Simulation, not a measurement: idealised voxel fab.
You're looking at the process module voxel gate over fins.
Section cut is 205 nm wide and gridded with 5 nm square cells.
Format of a cross-section: grid, square cells. Given as bands. Order: top down. Band: one or more rows of cells. Basically the band line says how high the top is and how high the bottom is, in nm, and then what's in it from left to right, every material with its width in nm. Empty space shows up as "blank", and if a single material carries "throughout" it runs the full band edge to edge. Height is counted from the level 0, under which the received wafer is composed throughout of one material. The lowest of the bands is not closed at the bottom but continues downward, in the notation "z 0 and below". The notation "30 to 40" denotes a width that varies across the rows of cells in the band, beginning at the first number in the top row, finishing at the second number in the bottom row, and changing by an identical amount from each row to the next. What does "stayed the same" mean for a step? It means no cell of the cross-section changed in that step. Reported under the label "Sealed internal voids" are the empty spaces having no open way to the top and comprising 8 cells or more; the notation for each is width x height at distance, in which the distance is measured from the left edge and all three values are in nm. Formally, on a step line, whatever follows the settings is a remark that the simulator itself makes on the step. overlay nm: right-of-plan distance of the mask on a masked step; negative values mean left-of-plan.

### Intended process steps
1,RECEIVE: material Si
2,CONFORMAL_DEP: material SiN, thk nm 5
3,MASKED_ETCH: tone cover, mask id FINS, width nm 15, pitch nm 40, etch materials SiN, depth nm 5, overlay nm 0
4,MASKED_ETCH: tone cover, mask id FINS, width nm 15, pitch nm 40, etch materials Si, depth nm 40, overlay nm 0
5,OXIDIZE: depth nm 5
6,FILL_DEP: material SiO2, thk nm 5
7,CMP: height nm 5
8,SELECTIVE_ETCH: etch materials SiO2, depth nm 15
9,STRIP: etch materials SiN
10,CONFORMAL_DEP: material HfO2, thk nm 5
11,CONFORMAL_DEP: material TiN, thk nm 5
12,FILL_DEP: material W, thk nm 15
13,CMP: height nm 20
14,CONFORMAL_DEP: material SiCN, thk nm 10

### This is the cross-section of the wafer as we received it, i.e. after step 1
> z 0 and below: Si throughout
> Sealed internal voids: none

### Run as planned - first of the two wafers cross-sectioned at the end of the module
> z 30 to 20: SiCN throughout
> z 20 to 10: W throughout
> z 10 to 5: 70 of W; 25 of TiN; 15 of W; 25 of TiN; 70 of W
> z 5 to 0: 70 of W; 5 of TiN; 15 of HfO2; 5 of TiN; 15 of W; 5 of TiN; 15 of HfO2; 5 of TiN; 70 of W
> z 0 to -5: 75 of TiN; 5 of HfO2; 5 of Si; 5 of HfO2; 25 of TiN; 5 of HfO2; 5 of Si; 5 of HfO2; 75 of TiN
> z -5 to -10: 80 of HfO2; 5 of Si; 35 of HfO2; 5 of Si; 80 of HfO2
> z -10 to -45: 80 of SiO2; 5 of Si; 35 of SiO2; 5 of Si; 80 of SiO2
> z -45 and below: Si throughout
> Sealed internal voids: none

### What the second wafer looks like in cross-section once the module is done. Its start and its plan matched the first wafer's exactly; what differed was one mistake in how it was run
> z 30 to 20: SiCN throughout
> z 20 to 10: W throughout
> z 10 to 5: 70 of W; 25 of TiN; 15 of W; 25 of TiN; 70 of W
> z 5 to 0: 70 of W; 5 of TiN; 15 of HfO2; 5 of TiN; 15 of W; 5 of TiN; 15 of HfO2; 5 of TiN; 70 of W
> z 0 to -10: 70 of W; 5 of TiN; 5 of HfO2; 5 of Si; 5 of HfO2; 5 of TiN; 15 of W; 5 of TiN; 5 of HfO2; 5 of Si; 5 of HfO2; 5 of TiN; 70 of W
> z -10 to -15: 75 of TiN; 5 of HfO2; 5 of Si; 5 of HfO2; 25 of TiN; 5 of HfO2; 5 of Si; 5 of HfO2; 75 of TiN
> z -15 to -20: 80 of HfO2; 5 of Si; 35 of HfO2; 5 of Si; 80 of HfO2
> z -20 to -45: 80 of SiO2; 5 of Si; 35 of SiO2; 5 of Si; 80 of SiO2
> z -45 and below: Si throughout
> Sealed internal voids: none
What was done differently from what was planned? not per plan at step 8, really ran SELECTIVE_ETCH: etch materials SiO2, depth nm 25
Wafer comparison, final, in cells, second relative to first, materials more or fewer: HfO2 +8; SiO2 -78; TiN +8; W +62
